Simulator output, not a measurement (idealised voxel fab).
Documented hereafter: the process module known as voxel local oxidation.
Square cells of 5 nm make up the cross-section cut, whose width is 245 nm.
Format of a cross-section: grid, square cells. Given as bands. Order: top down. Band: one or more rows of cells. In this notation a band is specified by the heights of its top and bottom, in that order and in nm, after which its materials appear from left to right, each paired with its width in nm. The word "throughout" attached to a single material means that material fills the band from edge to edge; the word "air" stands for empty space. The level at which height equals 0 is the one under which the wafer, as it arrives, is entirely one material. No lower edge exists for the bottom band, which continues downward and is notated as in "0 nm and below". The two numbers in a width such as "30 to 40" mark its ends across the band: the first belongs to the top row of cells, the second to the bottom row, and from each row to the next the width moves by the same amount. No cell of the cross-section changed in a step that is given as "nothing different". What "Closed void roster" gives you is every empty space of 8 cells or more that is cut off from the top. Each appears as width x height at distance, with the distance taken from the left edge and width, height and distance all in nm. Formally, on a step line, whatever follows the settings is a remark that the simulator itself makes on the step. overlay nm, on a step with a mask: how far to the right of its planned place the mask lay; to the left if negative.

The steps planned for the process are as follows
1 RECEIVE [material Si]
2 OXIDIZE [depth nm 5]
3 CONFORMAL_DEP [material SiN] [thk nm 15]
4 DIRECTIONAL_DEP [material aC] [thk nm 15]
5 PATTERN [tone cover] [mask id ACTIVE] [material resist] [width nm 105] [thk nm 30] [overlay nm -15]
6 DIRECTIONAL_ETCH [etch materials aC] [depth nm 15]
7 STRIP [etch materials resist]
8 DIRECTIONAL_ETCH [etch materials SiN] [depth nm 15]
9 STRIP [etch materials aC]
10 SELECTIVE_ETCH [etch materials SiO2] [depth nm 5]
11 OXIDIZE [depth nm 15]
12 STRIP [etch materials SiN]
What sets these wafers apart? The overlay nm at step 5. They all start alike, and the plan carries the first wafer's value.

Cross-section: the first of several wafers in its as-received state, i.e. following step 1
    0 nm and below = Si throughout
    Closed void roster: none

Per wafer, end of module: cells gained (+) or lost (-) per material since receipt, then closed voids
overlay nm -15; -157 Si; +127 SiO2; Closed void roster: none
overlay nm -10; -157 Si; +127 SiO2; Closed void roster: none
overlay nm -5; -157 Si; +127 SiO2; Closed void roster: none
overlay nm 0; -157 Si; +127 SiO2; Closed void roster: none
overlay nm 5; -157 Si; +127 SiO2; Closed void roster: none
overlay nm 10; -157 Si; +127 SiO2; Closed void roster: none
overlay nm 15; -157 Si; +127 SiO2; Closed void roster: none
